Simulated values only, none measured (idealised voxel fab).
process module | voxel gate over fins
cross-section cut | 210 nm wide | cells 5 nm
A cross-section is a grid of square cells, given in bands from the top down. A band is one or more rows of cells.
Each band's line starts with the height of the band's top and of its bottom, in nm. Then come its materials from left to right, each with its width in nm. One material with "throughout" fills the band from edge to edge. "air" is empty space.
Height 0 is the level under which the wafer as received is all one material. The lowest band goes on downwards, as in "0 down".
A width such as "30 to 40" changes by the same amount from each row of cells to the next, from the band's top row to its bottom row.
"no change" after a step means that no cell of the cross-section changed.
closed voids: empty space of 8 cells or more with no open way to the top, each as width x height at its distance from the left edge, in nm
after a step's settings: what the simulator itself notes on the step
overlay nm, on a step with a mask: how far to the right of its planned place the mask lay; to the left if negative
plan
1 op RECEIVE | material Si
2 op CONFORMAL_DEP | material SiN | thk nm 10
3 op DIRECTIONAL_DEP | material aC | thk nm 10
4 op PATTERN | tone cover | mask id FINS | material resist | width nm 15 | pitch nm 55 | thk nm 30 | overlay nm 0
5 op DIRECTIONAL_ETCH | etch materials aC | depth nm 10
6 op STRIP | etch materials resist
7 op DIRECTIONAL_ETCH | etch materials SiN | depth nm 10
8 op DIRECTIONAL_ETCH | etch materials Si | depth nm 35
9 op STRIP | etch materials aC
10 op FILL_DEP | material SiO2 | thk nm 15
11 op CMP | height nm 10
12 op DIRECTIONAL_DEP | material aC | thk nm 10
13 op PATTERN | tone open | mask id RAIL | material resist | width nm 15 | thk nm 25 | overlay nm 0
14 op DIRECTIONAL_ETCH | etch materials aC | depth nm 10
15 op STRIP | etch materials resist
16 op DIRECTIONAL_ETCH | etch materials SiO2 | depth nm 40
17 op STRIP | etch materials aC
18 op CONFORMAL_DEP | material TiN | thk nm 5
19 op FILL_DEP | material W | thk nm 10
20 op CMP | height nm 10
21 op SELECTIVE_ETCH | etch materials W Ru TiN | depth nm 30
22 op FILL_DEP | material SiO2 | thk nm 5
23 op CMP | height nm 10
24 op SELECTIVE_ETCH | etch materials SiO2 | depth nm 20
25 op STRIP | etch materials SiN
26 op CONFORMAL_DEP | material HfO2 | thk nm 5
27 op CONFORMAL_DEP | material TiN | thk nm 5
28 op CONFORMAL_DEP | material TiAl | thk nm 5
29 op CONFORMAL_DEP | material TiN | thk nm 5
30 op FILL_DEP | material W | thk nm 15
31 op CMP | height nm 30
32 op CONFORMAL_DEP | material SiCN | thk nm 10
as received, after step 1
  0 down: Si throughout
  closed voids: none
first wafer at the end, as planned
  40 to 30: SiCN throughout
  30 to 20: W throughout
  20 to 15: W 20 | TiN 165 | W 25
  15 to 10: W 20 | TiN 5 | TiAl 45 | TiN 10 | TiAl 45 | TiN 10 | TiAl 45 | TiN 5 | W 25
  10 to 5: TiN 25 | TiAl 5 | TiN 35 | TiAl 5 | TiN 10 | TiAl 5 | TiN 35 | TiAl 5 | TiN 10 | TiAl 5 | TiN 35 | TiAl 5 | TiN 30
  5 to 0: TiAl 30 | TiN 5 | HfO2 25 | TiN 5 | TiAl 20 | TiN 5 | HfO2 25 | TiN 5 | TiAl 20 | TiN 5 | HfO2 25 | TiN 5 | TiAl 35
  0 to -5: TiN 35 | HfO2 5 | Si 15 | HfO2 5 | TiN 30 | HfO2 5 | Si 15 | HfO2 5 | TiN 30 | HfO2 5 | Si 15 | HfO2 5 | TiN 40
  -5 to -10: HfO2 40 | Si 15 | HfO2 40 | Si 15 | HfO2 40 | Si 15 | HfO2 45
  -10 to -20: SiO2 40 | Si 15 | SiO2 40 | Si 15 | SiO2 40 | Si 15 | SiO2 45
  -20 to -25: SiO2 40 | Si 15 | SiO2 10 | TiN 5 | W 5 | TiN 5 | SiO2 15 | Si 15 | SiO2 40 | Si 15 | SiO2 45
  -25 to -30: SiO2 40 | Si 15 | SiO2 10 | TiN 15 | SiO2 15 | Si 15 | SiO2 40 | Si 15 | SiO2 45
  -30 to -35: SiO2 40 | Si 15 | SiO2 40 | Si 15 | SiO2 40 | Si 15 | SiO2 45
  -35 down: Si throughout
  closed voids: none
second wafer at the end: like start, like plan, one mistake
  40 to 30: SiCN throughout
  30 to 15: W throughout
  15 to 5: W 25 | TiN 45 | W 10 | TiN 45 | W 10 | TiN 45 | W 30
  5 to 0: TiN 35 | HfO2 25 | TiN 30 | HfO2 25 | TiN 30 | HfO2 25 | TiN 40
  0 to -5: TiN 35 | HfO2 5 | Si 15 | HfO2 5 | TiN 30 | HfO2 5 | Si 15 | HfO2 5 | TiN 30 | HfO2 5 | Si 15 | HfO2 5 | TiN 40
  -5 to -10: HfO2 40 | Si 15 | HfO2 40 | Si 15 | HfO2 40 | Si 15 | HfO2 45
  -10 to -20: SiO2 40 | Si 15 | SiO2 40 | Si 15 | SiO2 40 | Si 15 | SiO2 45
  -20 to -25: SiO2 40 | Si 15 | SiO2 10 | TiN 5 | W 5 | TiN 5 | SiO2 15 | Si 15 | SiO2 40 | Si 15 | SiO2 45
  -25 to -30: SiO2 40 | Si 15 | SiO2 10 | TiN 15 | SiO2 15 | Si 15 | SiO2 40 | Si 15 | SiO2 45
  -30 to -35: SiO2 40 | Si 15 | SiO2 40 | Si 15 | SiO2 40 | Si 15 | SiO2 45
  -35 down: Si throughout
  closed voids: none
what went wrong: step 28 was left out
at the end the second wafer has, in cells: 54 fewer of TiAl | 54 more of W
